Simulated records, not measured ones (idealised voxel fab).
Module name: voxel ribs on slabs (process module)
The figure presents cross-section cut, which has a width of 205 nm and is divided into square cells with an edge length of 5 nm.
Just so we're on the same page, the cross-sections are grids of square cells, and they're listed out in bands top to bottom, each band one or more rows deep.
Heads up on the band format: heights come first, top then bottom, in nm. After that it's the materials left to right, each with its width in nm. A single material flagged "full width" fills the whole band edge to edge, and "air" means there's empty space there.
We count height from 0. Below that, the starting wafer is all one material. The lowest band never ends at the bottom but goes on down; see "0 and below" for how that is written.
Note: "30..40" means the width goes from the first number (top row of the band) to the second number (bottom row) in equal steps per row of cells.
Basically "identical to before" means that step didn't change any cell in the cross-section.
Entry "Fully enclosed voids" = empty spaces >= 8 cells with no open way to the top; each as width x height at distance, distance from left edge, all nm.
The remark found on a step's line after its settings is issued by the simulator itself and pertains to that step.
overlay nm: on a step with a mask, how far right of its planned place the mask lay; negative means left.
List of planned process steps
1: RECEIVE, material Si
2: DIRECTIONAL_DEP, material SiO2, thk nm 25
3: DIRECTIONAL_DEP, material polySi, thk nm 15
4: DIRECTIONAL_DEP, material aC, thk nm 15
5: PATTERN, tone cover, mask id RIB, material resist, width nm 25, thk nm 35, overlay nm 0
6: DIRECTIONAL_ETCH, etch materials aC, depth nm 15
7: STRIP, etch materials resist
8: DIRECTIONAL_ETCH, etch materials polySi, depth nm 5
9: STRIP, etch materials aC
10: DIRECTIONAL_DEP, material aC, thk nm 15
11: PATTERN, tone cover, mask id SLAB, material resist, width nm 85, thk nm 30, overlay nm 0
12: DIRECTIONAL_ETCH, etch materials aC, depth nm 15
13: STRIP, etch materials resist
14: DIRECTIONAL_ETCH, etch materials polySi, depth nm 10
15: STRIP, etch materials aC
16: FILL_DEP, material SiO2, thk nm 15
17: CMP, height nm 50
18: DIRECTIONAL_DEP, material TiN, thk nm 10
19: DIRECTIONAL_DEP, material aC, thk nm 15
20: PATTERN, tone cover, mask id HEATER, material resist, width nm 25, thk nm 35, overlay nm 0
21: DIRECTIONAL_ETCH, etch materials aC, depth nm 15
22: STRIP, etch materials resist
23: DIRECTIONAL_ETCH, etch materials TiN, depth nm 10
24: STRIP, etch materials aC
25: CONFORMAL_DEP, material SiN, thk nm 10
Wafers differ in width nm at step 20; plan lists the first wafer's value; identical starting state.
Cut through the first of several wafers as received, post step 1
> 0 and below: Si full width
> Fully enclosed voids: none
Last step of the module is step 25; after it, the first of several wafers in cross-section
> 70 down to 60: 80 nm air; 45 nm SiN; 80 nm air
> 60 down to 50: 90 nm SiN; 25 nm TiN; 90 nm SiN
> 50 down to 40: SiO2 full width
> 40 down to 35: 90 nm SiO2; 25 nm polySi; 90 nm SiO2
> 35 down to 25: 60 nm SiO2; 85 nm polySi; 60 nm SiO2
> 25 down to 0: SiO2 full width
> 0 and below: Si full width
> Fully enclosed voids: none
Wafer cross-section (last wafer, module end)
> 70 down to 60: 70 nm air; 70 nm SiN; 65 nm air
> 60 down to 50: 80 nm SiN; 50 nm TiN; 75 nm SiN
> 50 down to 40: SiO2 full width
> 40 down to 35: 90 nm SiO2; 25 nm polySi; 90 nm SiO2
> 35 down to 25: 60 nm SiO2; 85 nm polySi; 60 nm SiO2
> 25 down to 0: SiO2 full width
> 0 and below: Si full width
> Fully enclosed voids: none
Where each wafer stands at the end of the module, a row apiece: cells of each material gained (+) or lost (-) since it was received, then closed voids
width nm 25, +90 SiN, +371 SiO2, +10 TiN, +39 polySi, Fully enclosed voids: none
width nm 30, +90 SiN, +371 SiO2, +12 TiN, +39 polySi, Fully enclosed voids: none
width nm 35, +90 SiN, +371 SiO2, +14 TiN, +39 polySi, Fully enclosed voids: none
width nm 40, +90 SiN, +371 SiO2, +16 TiN, +39 polySi, Fully enclosed voids: none
width nm 45, +90 SiN, +371 SiO2, +18 TiN, +39 polySi, Fully enclosed voids: none
width nm 50, +90 SiN, +371 SiO2, +20 TiN, +39 polySi, Fully enclosed voids: none
